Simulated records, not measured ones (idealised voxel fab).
Herein follows the process module entitled voxel ribs on slabs.
Shown is cross-section cut, with a width of 245 nm and square cells of size 5 nm.
Cross-sections here: square-cell grids, written as top-down lists of bands, a band being one or more rows of cells.
In this notation a band is specified by the heights of its top and bottom, in that order and in nm, after which its materials appear from left to right, each paired with its width in nm. The word "edge to edge" attached to a single material means that material fills the band from edge to edge; the word "blank" stands for empty space.
Heads up on the height convention: 0 is the point under which the incoming wafer is all one material, and the lowest band has no bottom, it just keeps going down, like "top 0, no bottom".
When a width is written as two numbers, as in "30 to 40", the first number is the width in the top row of cells of the band and the second is the width in its bottom row, and the width changes by the same amount from each row to the next.
Where a step carries "everything unchanged", the cross-section came out of it unchanged, cell for cell.
"Enclosed cavities" enumerates empty spaces isolated from the top, with no open way to it, that contain at least 8 cells, giving each as width x height at distance from the left edge, all three in nm.
Anything after a step's settings on that line? It's the simulator's own note about the step.
You can add "overlay nm" to a step's line. For a step with a mask, it describes how far the mask lay to the right of its planned position, and a negative number describes a lay to the left.
SO HERE'S THE LINEUP OF PROCESS STEPS WE PLANNED
1,RECEIVE (material Si)
2,DIRECTIONAL_DEP (material SiO2; thk nm 20)
3,DIRECTIONAL_DEP (material polySi; thk nm 25)
4,MASKED_ETCH (tone cover; mask id RIB; width nm 30; etch materials polySi; depth nm 5; overlay nm 0)
5,DIRECTIONAL_DEP (material aC; thk nm 15)
6,PATTERN (tone cover; mask id SLAB; material resist; width nm 70; thk nm 30; overlay nm 0)
7,DIRECTIONAL_ETCH (etch materials aC; depth nm 15)
8,STRIP (etch materials resist)
9,DIRECTIONAL_ETCH (etch materials polySi; depth nm 20)
10,STRIP (etch materials aC)
11,FILL_DEP (material SiO2; thk nm 25)
12,CMP (height nm 65)
13,DIRECTIONAL_DEP (material W; thk nm 10)
14,PATTERN (tone cover; mask id HEATER; material resist; width nm 40; thk nm 15; overlay nm 0)
15,DIRECTIONAL_ETCH (etch materials W; depth nm 10)
16,STRIP (etch materials resist)
17,CONFORMAL_DEP (material SiO2; thk nm 10)
SHOWN IN CROSS-SECTION IS THE WAFER AS RECEIVED, THAT IS, AS IT STANDS AFTER STEP 1
  top 0, no bottom  Si edge to edge
  Enclosed cavities: none
END-OF-MODULE CROSS-SECTION. STARTING STRUCTURE AND PROCESS PLAN AS ABOVE; ONE MISTAKE MADE IN RUNNING IT
  top 85, bottom 75  blank=85 / SiO2=60 / blank=100
  top 75, bottom 65  SiO2=95 / W=40 / SiO2=110
  top 65, bottom 45  SiO2 edge to edge
  top 45, bottom 40  SiO2=105 / polySi=30 / SiO2=110
  top 40, bottom 20  SiO2=85 / polySi=70 / SiO2=90
  top 20, bottom 0  SiO2 edge to edge
  top 0, no bottom  Si edge to edge
  Enclosed cavities: none
The mistake made against the process plan was this: step 14 ran with different settings than intended, the actual operation and settings being PATTERN (tone cover; mask id HEATER; material resist; width nm 40; thk nm 15; overlay nm -5)
